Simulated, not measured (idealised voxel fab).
Process module name: voxel local oxidation
Xsec cut, 270 nm wide, square cell size 5 nm.
Throughout this document, each cross-section is represented as a grid of square cells and is presented as a sequence of bands enumerated from the top downward, where a band comprises one or more rows of cells.
Look at the band entry: it leads with the top's height and the bottom's height in nm. Then it lists the materials left to right, with a width in nm for each. The word "all across" on a single material says that material fills the band edge to edge. The word "air" is empty space.
Height datum 0, below which the as-received substrate wafer is one material. Lowest band open at the bottom, running downward: "top 0, no bottom".
A width given as "30 to 40" starts at the first number in the band's top row and ends at the second number in its bottom row, shifting by an equal amount at every step from row to row.
Where the words "remained unchanged" appear for a step, the cross-section shows no cell changed by that step; every cell remained as before.
Entry "Unvented voids" = empty spaces >= 8 cells with no open way to the top; each as width x height at distance, distance from left edge, all nm.
Post-settings text on a step line: simulator's own remark regarding the step.
A step's line can hold "overlay nm"; with a mask on that step, the setting says how far right of the planned place the mask lay, while a negative setting says it lay to the left.

THESE ARE THE STEPS WE PLANNED FOR THE PROCESS
step 1: RECEIVE [material Si]
step 2: CONFORMAL_DEP [material SiO2] [thk nm 5]
step 3: CONFORMAL_DEP [material SiN] [thk nm 15]
step 4: PATTERN [tone cover] [mask id ACTIVE] [material resist] [width nm 100] [thk nm 20] [overlay nm 0]
step 5: DIRECTIONAL_ETCH [etch materials SiN] [depth nm 15]
step 6: STRIP [etch materials resist]
step 7: SELECTIVE_ETCH [etch materials SiO2] [depth nm 5]
step 8: OXIDIZE [depth nm 10]
step 9: STRIP [etch materials SiN]

FIRST OF TWO WAFERS, PROCESSED ACCORDING TO PLAN

HERE'S WHAT THE WAFER LOOKED LIKE IN CROSS-SECTION WHEN IT ARRIVED - THAT'S AFTER STEP 1
  top 0, no bottom | Si all across
  Unvented voids: none

CROSS-SECTION THROUGH THE WAFER, STEP 2 FINISHED
  top 5, bottom 0 | SiO2 all across
  below 0: unchanged

CROSS-SECTION THROUGH THE WAFER, STEP 3 FINISHED
  top 20, bottom 5 | SiN all across
  below 5: unchanged

CROSS-SECTION THROUGH THE WAFER, STEP 4 FINISHED
  top 40, bottom 20 | air=85  resist=100  air=85
  below 20: unchanged

CROSS-SECTION THROUGH THE WAFER, STEP 5 FINISHED
  top 40, bottom 20 | air=85  resist=100  air=85
  top 20, bottom 5 | air=85  SiN=100  air=85
  below 5: unchanged

CROSS-SECTION THROUGH THE WAFER, STEP 6 FINISHED
  top 20, bottom 5 | air=85  SiN=100  air=85
  below 5: unchanged

CROSS-SECTION THROUGH THE WAFER, STEP 7 FINISHED
  top 20, bottom 5 | air=85  SiN=100  air=85
  top 5, bottom 0 | air=90  SiO2=90  air=90
  below 0: unchanged

CROSS-SECTION THROUGH THE WAFER, STEP 8 FINISHED
  top 20, bottom 5 | air=85  SiN=100  air=85
  top 5, bottom 0 | air=90  SiO2=90  air=90
  top 0, bottom -10 | SiO2=100  Si=70  SiO2=100
  below -10: unchanged

CROSS-SECTION THROUGH THE WAFER, STEP 9 FINISHED
  top 5, bottom 0 | air=90  SiO2=90  air=90
  below 0: unchanged

SECOND WAFER - SHARED START AND PLAN WITH THE FIRST - ONE ERROR IN RUNNING - SAME AS THE FIRST UP TO STEP 3 INCLUSIVE

SECOND WAFER SHOWN IN CROSS-SECTION AT THE TIME STEP 4 WAS SLATED TO END
  top 40, bottom 20 | air=80  resist=100  air=90
  below 20: unchanged

SECOND WAFER SHOWN IN CROSS-SECTION AT THE TIME STEP 5 WAS SLATED TO END
  top 40, bottom 20 | air=80  resist=100  air=90
  top 20, bottom 5 | air=80  SiN=100  air=90
  below 5: unchanged

SECOND WAFER SHOWN IN CROSS-SECTION AT THE TIME STEP 6 WAS SLATED TO END
  top 20, bottom 5 | air=80  SiN=100  air=90
  below 5: unchanged

SECOND WAFER SHOWN IN CROSS-SECTION AT THE TIME STEP 7 WAS SLATED TO END
  top 20, bottom 5 | air=80  SiN=100  air=90
  top 5, bottom 0 | air=85  SiO2=90  air=95
  below 0: unchanged

SECOND WAFER SHOWN IN CROSS-SECTION AT THE TIME STEP 8 WAS SLATED TO END
  top 20, bottom 5 | air=80  SiN=100  air=90
  top 5, bottom 0 | air=85  SiO2=90  air=95
  top 0, bottom -10 | SiO2=95  Si=70  SiO2=105
  below -10: unchanged

SECOND WAFER SHOWN IN CROSS-SECTION AT THE TIME STEP 9 WAS SLATED TO END
  top 5, bottom 0 | air=85  SiO2=90  air=95
  below 0: unchanged
What was the processing mistake? step 4, actual vs plan mismatch, actual run PATTERN [tone cover] [mask id ACTIVE] [material resist] [width nm 100] [thk nm 20] [overlay nm -5]
When the process is done, the second wafer contains the same cell count of every material as the first wafer, but distributed over other locations.
